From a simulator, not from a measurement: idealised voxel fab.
process module | voxel tone inversion
Shown is cross-section cut, with a width of 235 nm and square cells of size 5 nm.
Square cells in a grid make up a cross-section in this document, and the grid is given as bands, listed from the top down, each one or more rows of cells. Basically the band line says how high the top is and how high the bottom is, in nm, and then what's in it from left to right, every material with its width in nm. Empty space shows up as "air", and if a single material carries "all across" it runs the full band edge to edge. Heights from 0 (as-received wafer is one material below). Bottom band endless downward, as "top 0, no bottom". The expression "30->40" gives the width at the extremes of the band, the first number at its top row of cells and the second at its bottom row, with the width changing by equal amounts from each row to the next in between. When a step is marked "remained the same", none of the cells in the cross-section changed during that step. "Enclosed voids": empty spaces of 8 cells or more with no open way to the top, each given as width x height at distance, distance from the left edge, all in nm. Where a step's line continues beyond its settings, the continuation is a remark by the simulator itself on that step. "overlay nm" denotes, for a step that has a mask, the displacement of the mask to the right of its planned place, with negative values corresponding to the left.
**Steps planned for the process**
1) RECEIVE (material Si)
2) CONFORMAL_DEP (material SiCN; thk nm 5)
3) DIRECTIONAL_DEP (material aC; thk nm 20)
4) PATTERN (tone cover; mask id POSTS; material resist; width nm 20; pitch nm 40; thk nm 30; overlay nm 0)
5) DIRECTIONAL_ETCH (etch materials aC; depth nm 20)
6) STRIP (etch materials resist)
7) FILL_DEP (material SiO2; thk nm 10)
8) CMP (height nm 25)
9) STRIP (etch materials aC)
10) CONFORMAL_DEP (material TiN; thk nm 5)
11) FILL_DEP (material Ru; thk nm 10)
12) CMP (height nm 25)
13) CONFORMAL_DEP (material SiCN; thk nm 5)
**First of the two wafers, run per plan**
**Step 1 complete: cross-section of the wafer as received**
> top 0, no bottom: Si all across
> Enclosed voids: none
**Wafer xsec, post step 2**
> top 5, bottom 0: SiCN all across
> Nothing below the height 0 has changed.
**Wafer xsec, post step 3**
> top 25, bottom 5: aC all across
> Nothing below the height 5 has changed.
**Wafer xsec, post step 4**
> top 55, bottom 25: air 85 nm  resist 20 nm  air 20 nm  resist 20 nm  air 90 nm
> Nothing below the height 25 has changed.
**Wafer xsec, post step 5**
> top 35, bottom 25: air 85 nm  resist 20 nm  air 20 nm  resist 20 nm  air 90 nm
> top 25, bottom 5: air 85 nm  aC 20 nm  air 20 nm  aC 20 nm  air 90 nm
> Nothing below the height 5 has changed.
**Wafer xsec, post step 6**
> top 25, bottom 5: air 85 nm  aC 20 nm  air 20 nm  aC 20 nm  air 90 nm
> Nothing below the height 5 has changed.
**Wafer xsec, post step 7**
> top 35, bottom 25: SiO2 all across
> top 25, bottom 5: SiO2 85 nm  aC 20 nm  SiO2 20 nm  aC 20 nm  SiO2 90 nm
> Nothing below the height 5 has changed.
**Wafer xsec, post step 8**
> top 25, bottom 5: SiO2 85 nm  aC 20 nm  SiO2 20 nm  aC 20 nm  SiO2 90 nm
> Nothing below the height 5 has changed.
**Wafer xsec, post step 9**
> top 25, bottom 5: SiO2 85 nm  air 20 nm  SiO2 20 nm  air 20 nm  SiO2 90 nm
> Nothing below the height 5 has changed.
**Wafer xsec, post step 10**
> top 30, bottom 25: TiN 90 nm  air 10 nm  TiN 30 nm  air 10 nm  TiN 95 nm
> top 25, bottom 10: SiO2 85 nm  TiN 5 nm  air 10 nm  TiN 5 nm  SiO2 20 nm  TiN 5 nm  air 10 nm  TiN 5 nm  SiO2 90 nm
> top 10, bottom 5: SiO2 85 nm  TiN 20 nm  SiO2 20 nm  TiN 20 nm  SiO2 90 nm
> Nothing below the height 5 has changed.
**Wafer xsec, post step 11**
> top 40, bottom 30: Ru all across
> top 30, bottom 25: TiN 90 nm  Ru 10 nm  TiN 30 nm  Ru 10 nm  TiN 95 nm
> top 25, bottom 10: SiO2 85 nm  TiN 5 nm  Ru 10 nm  TiN 5 nm  SiO2 20 nm  TiN 5 nm  Ru 10 nm  TiN 5 nm  SiO2 90 nm
> Nothing below the height 10 has changed.
**Wafer xsec, post step 12**
> top 25, bottom 10: SiO2 85 nm  TiN 5 nm  Ru 10 nm  TiN 5 nm  SiO2 20 nm  TiN 5 nm  Ru 10 nm  TiN 5 nm  SiO2 90 nm
> Nothing below the height 10 has changed.
**Wafer xsec, post step 13**
> top 30, bottom 25: SiCN all across
> Nothing below the height 25 has changed.
**Second Wafer (Identical Start and Plan, One Processing Error; Matches First Wafer Through Step 5)**
**Second wafer profile in section, at the moment step 6 of the plan was meant to be complete**
> top 25, bottom 5: air 85 nm  aC 20 nm  air 20 nm  aC 20 nm  air 90 nm
> Nothing below the height 5 has changed.
**Second wafer profile in section, at the moment step 7 of the plan was meant to be complete**
> top 35, bottom 25: SiO2 all across
> top 25, bottom 5: SiO2 85 nm  aC 20 nm  SiO2 20 nm  aC 20 nm  SiO2 90 nm
> Nothing below the height 5 has changed.
**Second wafer profile in section, at the moment step 8 of the plan was meant to be complete**
> top 25, bottom 5: SiO2 85 nm  aC 20 nm  SiO2 20 nm  aC 20 nm  SiO2 90 nm
> Nothing below the height 5 has changed.
**Second wafer profile in section, at the moment step 9 of the plan was meant to be complete**
> top 25, bottom 5: SiO2 85 nm  air 20 nm  SiO2 20 nm  air 20 nm  SiO2 90 nm
> Nothing below the height 5 has changed.
**Second wafer profile in section, at the moment step 10 of the plan was meant to be complete**
> top 30, bottom 25: TiN 90 nm  air 10 nm  TiN 30 nm  air 10 nm  TiN 95 nm
> top 25, bottom 10: SiO2 85 nm  TiN 5 nm  air 10 nm  TiN 5 nm  SiO2 20 nm  TiN 5 nm  air 10 nm  TiN 5 nm  SiO2 90 nm
> top 10, bottom 5: SiO2 85 nm  TiN 20 nm  SiO2 20 nm  TiN 20 nm  SiO2 90 nm
> Nothing below the height 5 has changed.
**Second wafer profile in section, at the moment step 11 of the plan was meant to be complete**
> top 40, bottom 30: Ru all across
> top 30, bottom 25: TiN 90 nm  Ru 10 nm  TiN 30 nm  Ru 10 nm  TiN 95 nm
> top 25, bottom 10: SiO2 85 nm  TiN 5 nm  Ru 10 nm  TiN 5 nm  SiO2 20 nm  TiN 5 nm  Ru 10 nm  TiN 5 nm  SiO2 90 nm
> Nothing below the height 10 has changed.
**Second wafer profile in section, at the moment step 12 of the plan was meant to be complete**
> top 25, bottom 10: SiO2 85 nm  TiN 5 nm  Ru 10 nm  TiN 5 nm  SiO2 20 nm  TiN 5 nm  Ru 10 nm  TiN 5 nm  SiO2 90 nm
> Nothing below the height 10 has changed.
**Second wafer profile in section, at the moment step 13 of the plan was meant to be complete**
> top 30, bottom 25: SiCN all across
> Nothing below the height 25 has changed.
Deviation from plan: step 6 of the plan was executed twice over
Upon completion, the cross-sectional profiles of the two wafers are identical; consequently, the error exerts no influence on the quantities computed by this model.
